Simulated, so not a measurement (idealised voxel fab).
process module | voxel tone inversion
cross-section cut | 270 nm wide | cells 5 nm
A cross-section is a grid of square cells, given in bands from the top down. A band is one or more rows of cells.
Each band's line starts with the height of the band's top and of its bottom, in nm. Then come its materials from left to right, each with its width in nm. One material with "throughout" fills the band from edge to edge. "air" is empty space.
Height 0 is the level under which the wafer as received is all one material. The lowest band goes on downwards, as in "0 down".
A width such as "30 to 40" changes by the same amount from each row of cells to the next, from the band's top row to its bottom row.
"no change" after a step means that no cell of the cross-section changed.
closed voids: empty space of 8 cells or more with no open way to the top, each as width x height at its distance from the left edge, in nm
after a step's settings: what the simulator itself notes on the step
overlay nm, on a step with a mask: how far to the right of its planned place the mask lay; to the left if negative
plan
1 op RECEIVE | material Si
2 op CONFORMAL_DEP | material SiCN | thk nm 10
3 op DIRECTIONAL_DEP | material polySi | thk nm 15
4 op PATTERN | tone cover | mask id POSTS | material resist | width nm 15 | pitch nm 35 | thk nm 25 | overlay nm 0
5 op DIRECTIONAL_ETCH | etch materials polySi | depth nm 15
6 op STRIP | etch materials resist
7 op FILL_DEP | material lowk | thk nm 10
8 op CMP | height nm 25
9 op STRIP | etch materials polySi
10 op CONFORMAL_DEP | material TiN | thk nm 5
11 op FILL_DEP | material Ru | thk nm 5
12 op CMP | height nm 25
13 op CONFORMAL_DEP | material SiCN | thk nm 5
as received, after step 1
  0 down: Si throughout
  closed voids: none
first wafer at the end, as planned
  30 to 25: SiCN throughout
  25 to 15: lowk 90 | TiN 5 | Ru 5 | TiN 5 | lowk 20 | TiN 5 | Ru 5 | TiN 5 | lowk 20 | TiN 5 | Ru 5 | TiN 5 | lowk 95
  15 to 10: lowk 90 | TiN 15 | lowk 20 | TiN 15 | lowk 20 | TiN 15 | lowk 95
  10 to 0: SiCN throughout
  0 down: Si throughout
  closed voids: none
second wafer at the end: like start, like plan, one mistake
  30 to 25: Ru throughout
  25 to 15: lowk 90 | TiN 5 | Ru 5 | TiN 5 | lowk 20 | TiN 5 | Ru 5 | TiN 5 | lowk 20 | TiN 5 | Ru 5 | TiN 5 | lowk 95
  15 to 10: lowk 90 | TiN 15 | lowk 20 | TiN 15 | lowk 20 | TiN 15 | lowk 95
  10 to 0: SiCN throughout
  0 down: Si throughout
  closed voids: none
what went wrong: step 13 ran as: op CONFORMAL_DEP | material Ru | thk nm 5
at the end the second wafer has, in cells: 54 more of Ru | 54 fewer of SiCN
